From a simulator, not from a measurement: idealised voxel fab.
Process module, titled voxel transistor to metal
205 nm wide, 5 nm square cells: that's cross-section cut.
Just so we're on the same page, the cross-sections are grids of square cells, and they're listed out in bands top to bottom, each band one or more rows deep. Read a band's entry like this: the first values are the height of its top and the height of its bottom in nm, and what follows is the sequence of materials from left to right, each with its width in nm. Note that "air" is empty space, and that a single material marked "all across" reaches across the band from edge to edge. A quick word on heights: they are counted from 0, and under that level the wafer as it came to us is one material throughout. The lowest band is different from the rest in having no bottom; it simply continues downward, written as in "0 down". Note: "30..40" means the width goes from the first number (top row of the band) to the second number (bottom row) in equal steps per row of cells. "remains unaltered", as given for a step, is the statement that not any cell of the cross-section underwent a change during that step. Enclosed voids (no open way to top), threshold 8 cells or more, entry "Entrapped voids", notation width x height at distance, distance from left edge, nm. Whatever follows a step's settings on its line is a remark the simulator itself makes about that step. overlay nm: mask offset rightward from planned place, masked step; negative means leftward offset.
# Below is the list of planned process steps
| 1 | RECEIVE: material Si |
| 2 | CONFORMAL_DEP: material SiO2, thk nm 5 |
| 3 | CONFORMAL_DEP: material SiN, thk nm 10 |
| 4 | MASKED_ETCH: tone cover, mask id ACTIVE, width nm 110, etch materials SiN, depth nm 10, overlay nm 0 |
| 5 | MASKED_ETCH: tone cover, mask id ACTIVE, width nm 110, etch materials SiO2, depth nm 5, overlay nm 0 |
| 6 | MASKED_ETCH: tone cover, mask id ACTIVE, width nm 110, etch materials Si, depth nm 25, overlay nm 0 |
| 7 | FILL_DEP: material SiO2, thk nm 15 |
| 8 | CMP: height nm 15 |
| 9 | SELECTIVE_ETCH: etch materials SiO2, depth nm 5 |
| 10 | STRIP: etch materials SiN |
| 11 | SELECTIVE_ETCH: etch materials SiO2, depth nm 5 |
| 12 | OXIDIZE: depth nm 5 |
| 13 | DIRECTIONAL_DEP: material polySi, thk nm 20 |
| 14 | DIRECTIONAL_DEP: material SiCN, thk nm 10 |
| 15 | MASKED_ETCH: tone cover, mask id GATE, width nm 20, etch materials SiCN, depth nm 20, overlay nm 0 |
| 16 | MASKED_ETCH: tone cover, mask id GATE, width nm 20, etch materials polySi, depth nm 30, overlay nm 0 |
| 17 | CONFORMAL_DEP: material SiN, thk nm 10 |
| 18 | DIRECTIONAL_ETCH: etch materials SiN, depth nm 10 |
| 19 | DIRECTIONAL_ETCH: etch materials SiO2, depth nm 5 |
| 20 | DIRECTIONAL_ETCH: etch materials Si, depth nm 5 |
| 21 | EPI: material SiGe, thk nm 5 |
| 22 | FILL_DEP: material SiO2, thk nm 5 |
| 23 | CMP: height nm 30 |
| 24 | DIRECTIONAL_DEP: material SiO2, thk nm 15 |
| 25 | PATTERN: tone open, mask id CONTACT, material resist, width nm 20, pitch nm 80, thk nm 15, overlay nm 0 |
| 26 | DIRECTIONAL_ETCH: etch materials SiO2, depth nm 50 |
| 27 | STRIP: etch materials resist |
| 28 | CONFORMAL_DEP: material TiN, thk nm 5 |
| 29 | FILL_DEP: material W, thk nm 5 |
| 30 | CMP: height nm 45 |
| 31 | CONFORMAL_DEP: material SiCN, thk nm 5 |
| 32 | DIRECTIONAL_DEP: material lowk, thk nm 25 |
| 33 | MASKED_ETCH: tone open, mask id METAL_1, width nm 20, pitch nm 80, etch materials lowk, depth nm 25, overlay nm 0 |
| 34 | MASKED_ETCH: tone open, mask id METAL_1, width nm 20, pitch nm 80, etch materials SiCN, depth nm 5, overlay nm 0 |
| 35 | CONFORMAL_DEP: material TiN, thk nm 5 |
| 36 | FILL_DEP: material Cu, thk nm 10 |
| 37 | CMP: height nm 75 |
| 38 | CONFORMAL_DEP: material SiCN, thk nm 5 |
| 39 | DIRECTIONAL_DEP: material SiO2, thk nm 30 |
| 40 | MASKED_ETCH: tone open, mask id METAL_2, width nm 20, pitch nm 80, etch materials SiO2, depth nm 15, overlay nm 0 |
| 41 | MASKED_ETCH: tone open, mask id METAL_2_HOLES, width nm 15, pitch nm 80, etch materials SiO2, depth nm 15, overlay nm 0 |
| 42 | MASKED_ETCH: tone open, mask id METAL_2_HOLES, width nm 15, pitch nm 80, etch materials SiCN, depth nm 5, overlay nm 0 |
| 43 | CONFORMAL_DEP: material TiN, thk nm 5 |
| 44 | FILL_DEP: material Cu, thk nm 10 |
| 45 | CMP: height nm 110 |
| 46 | CONFORMAL_DEP: material SiCN, thk nm 5 |
# As-received state of the wafer in cross-section, equivalent to post-step 1
	0 down  Si all across
	Entrapped voids: none
# Figure: cross-sectional view of the wafer upon completion of the module, processed from the initial state and according to the plan depicted above, with one error introduced during execution
	115 to 110  SiCN all across
	110 to 100  50 of SiO2 | 5 of TiN | 10 of Cu | 5 of TiN | 60 of SiO2 | 5 of TiN | 10 of Cu | 5 of TiN | 55 of SiO2
	100 to 95  50 of SiO2 | 5 of TiN | 5 of Cu | 10 of TiN | 60 of SiO2 | 5 of TiN | 5 of Cu | 10 of TiN | 55 of SiO2
	95 to 80  50 of SiO2 | 5 of TiN | 5 of Cu | 5 of TiN | 65 of SiO2 | 5 of TiN | 5 of Cu | 5 of TiN | 60 of SiO2
	80 to 75  50 of SiCN | 15 of TiN | 65 of SiCN | 15 of TiN | 60 of SiCN
	75 to 50  50 of lowk | 5 of TiN | 10 of W | 5 of TiN | 60 of lowk | 5 of TiN | 10 of W | 5 of TiN | 55 of lowk
	50 to 45  50 of SiCN | 20 of TiN | 60 of SiCN | 20 of TiN | 55 of SiCN
	45 to 30  50 of SiO2 | 5 of TiN | 10 of W | 5 of TiN | 60 of SiO2 | 5 of TiN | 10 of W | 5 of TiN | 55 of SiO2
	30 to 20  50 of SiO2 | 5 of TiN | 10 of W | 5 of TiN | 10 of SiO2 | 10 of SiN | 20 of SiCN | 10 of SiN | 10 of SiO2 | 5 of TiN | 10 of W | 5 of TiN | 55 of SiO2
	20 to 5  50 of SiO2 | 5 of TiN | 10 of W | 5 of TiN | 10 of SiO2 | 10 of SiN | 20 of polySi | 10 of SiN | 10 of SiO2 | 5 of TiN | 10 of W | 5 of TiN | 55 of SiO2
	5 to 0  40 of SiO2 | 10 of SiN | 10 of TiN | 5 of W | 5 of TiN | 10 of SiO2 | 10 of SiN | 20 of polySi | 10 of SiN | 10 of SiO2 | 5 of TiN | 5 of W | 10 of TiN | 10 of SiN | 45 of SiO2
	0 to -5  50 of SiO2 | 5 of SiGe | 15 of TiN | 5 of SiO2 | 5 of SiGe | 40 of SiO2 | 5 of SiGe | 5 of SiO2 | 15 of TiN | 5 of SiGe | 55 of SiO2
	-5 to -10  45 of SiO2 | 5 of Si | 30 of SiGe | 40 of Si | 30 of SiGe | 5 of Si | 50 of SiO2
	-10 to -25  45 of SiO2 | 110 of Si | 50 of SiO2
	-25 down  Si all across
	Entrapped voids: none
In executing the process, a mistake was made relative to the plan: step 36 ran as: FILL_DEP: material W, thk nm 10
